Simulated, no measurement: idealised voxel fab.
Process module heading - voxel spacer lines
Cross-section cut spans 195 nm and uses square cells 5 nm in size.
How to read a cross-section here: the picture is a grid of square cells, written as bands going from the top down, and any band can span one or more rows of cells.
In this notation a band is specified by the heights of its top and bottom, in that order and in nm, after which its materials appear from left to right, each paired with its width in nm. The word "throughout" attached to a single material means that material fills the band from edge to edge; the word "empty" stands for empty space.
Heights are reckoned from 0. Under this level, the received wafer is all of one material. The bottommost band is open-ended downward, for example "0 nm and below".
Think of "30->40" as a width that walks from the first number to the second as you go down the band, top row to bottom row, taking equal-sized steps from row to row.
It should be understood that the words "everything unchanged", when stated for a given step, signify that the cross-section underwent no change in any of its cells during that step.
Look at "Sealed void list" for the closed voids: empty spaces with no open path to the top, sized 8 cells or up. Each is width x height at distance, distance from the left edge, all nm.
Past the settings on a step's line: simulator remark, on that step.
overlay nm: for a step with a mask, the amount by which the mask lay right of where it was planned; a negative amount means left of it.

# Steps planned for the process
| 1 | RECEIVE: material Si |
| 2 | CONFORMAL_DEP: material SiO2, thk nm 10 |
| 3 | DIRECTIONAL_DEP: material polySi, thk nm 10 |
| 4 | DIRECTIONAL_DEP: material aC, thk nm 30 |
| 5 | PATTERN: tone cover, mask id MANDREL, material resist, width nm 25, pitch nm 70, thk nm 35, overlay nm 0 |
| 6 | DIRECTIONAL_ETCH: etch materials aC, depth nm 30 |
| 7 | STRIP: etch materials resist |
| 8 | CONFORMAL_DEP: material SiN, thk nm 10 |
| 9 | DIRECTIONAL_ETCH: etch materials SiN, depth nm 10 |
| 10 | STRIP: etch materials aC |
| 11 | DIRECTIONAL_ETCH: etch materials polySi, depth nm 10 |
| 12 | STRIP: etch materials SiN |

# Shown in cross-section is the wafer as received, that is, as it stands after step 1
    0 nm and below | Si throughout
    Sealed void list: none

# The following cross-section depicts the wafer upon conclusion of the module. Processing commenced from the starting condition illustrated above and adhered to the plan illustrated above, save for one mistake in execution
    20 nm to 10 nm | SiO2 throughout
    10 nm to 0 nm | polySi throughout
    0 nm and below | Si throughout
    Sealed void list: none
Nonconformance to the process plan: step 3 occupied the plan position of step 2, and the converse holds as well
